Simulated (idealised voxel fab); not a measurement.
Process module name: voxel self aligned vias
195 nm wide, 5 nm square cells: that's cross-section cut.
When this document writes out a cross-section, it uses a grid of square cells and lists it as bands, beginning at the top and moving down, with a band standing for one or more rows of cells.
Band: top height; bottom height; in nm. Then, left to right: material with width in nm, for each material. "throughout": a single material spanning edge to edge. "empty": empty space.
Height datum 0, below which the as-received substrate wafer is one material. Lowest band open at the bottom, running downward: "0 down".
Note: "30..40" means the width goes from the first number (top row of the band) to the second number (bottom row) in equal steps per row of cells.
Take "stayed the same" at face value: in the step it is given for, the cross-section changed in none of its cells.
You'll see "Sealed void inventory" listing empty spaces that have no way open to the top, as long as they're 8 cells or more; the notation is width x height at distance, where the distance is from the left edge, and all of it is in nm.
If you see something after the settings on a step's line, that's the simulator's own remark about that step.
The setting "overlay nm" may be written on the line of a step. When the step uses a mask, the value reports how far to the right of the planned place the mask lay, and a negative value reports that it lay to the left.

**Intended process steps**
1,RECEIVE,material Si
2,CONFORMAL_DEP,material SiO2,thk nm 10
3,CONFORMAL_DEP,material SiCN,thk nm 5
4,DIRECTIONAL_DEP,material SiO2,thk nm 30
5,MASKED_ETCH,tone open,mask id LINES,width nm 20,pitch nm 60,etch materials SiO2,depth nm 30,overlay nm 0
6,CONFORMAL_DEP,material TiN,thk nm 5
7,FILL_DEP,material Ru,thk nm 10
8,CMP,height nm 45
9,SELECTIVE_ETCH,etch materials W Ru TiN,depth nm 5
10,FILL_DEP,material SiN,thk nm 5
11,CMP,height nm 45
12,DIRECTIONAL_DEP,material SiO2,thk nm 20
13,DIRECTIONAL_DEP,material aC,thk nm 10
14,PATTERN,tone open,mask id VIAS,material resist,width nm 40,pitch nm 60,thk nm 30,overlay nm 0
15,DIRECTIONAL_ETCH,etch materials aC,depth nm 10
16,STRIP,etch materials resist
17,DIRECTIONAL_ETCH,etch materials SiO2,depth nm 20
18,DIRECTIONAL_ETCH,etch materials SiN,depth nm 5
19,STRIP,etch materials aC
20,CONFORMAL_DEP,material TiN,thk nm 5
21,FILL_DEP,material W,thk nm 10
22,CMP,height nm 65
23,CONFORMAL_DEP,material SiCN,thk nm 5

**Wafer at receipt (post step 1), cross-section**
    0 down: Si throughout
    Sealed void inventory: none

**Here's the wafer cut in cross-section after the module, started and planned just like above, except one thing was done wrong in the run**
    70 to 65: SiCN throughout
    65 to 50: 45 nm SiO2; 5 nm TiN; 35 nm W; 5 nm TiN; 15 nm SiO2; 5 nm TiN; 35 nm W; 5 nm TiN; 45 nm SiO2
    50 to 45: 45 nm SiO2; 15 nm TiN; 10 nm W; 20 nm TiN; 15 nm SiO2; 15 nm TiN; 10 nm W; 20 nm TiN; 45 nm SiO2
    45 to 40: 55 nm SiO2; 20 nm TiN; 40 nm SiO2; 20 nm TiN; 60 nm SiO2
    40 to 20: 55 nm SiO2; 5 nm TiN; 10 nm Ru; 5 nm TiN; 40 nm SiO2; 5 nm TiN; 10 nm Ru; 5 nm TiN; 60 nm SiO2
    20 to 15: 55 nm SiO2; 20 nm TiN; 40 nm SiO2; 20 nm TiN; 60 nm SiO2
    15 to 10: SiCN throughout
    10 to 0: SiO2 throughout
    0 down: Si throughout
    Sealed void inventory: none
What was done differently from what was planned? so step 14 ended up running with a different setting than we planned, it ran as PATTERN,tone open,mask id VIAS,material resist,width nm 45,pitch nm 60,thk nm 30,overlay nm 0
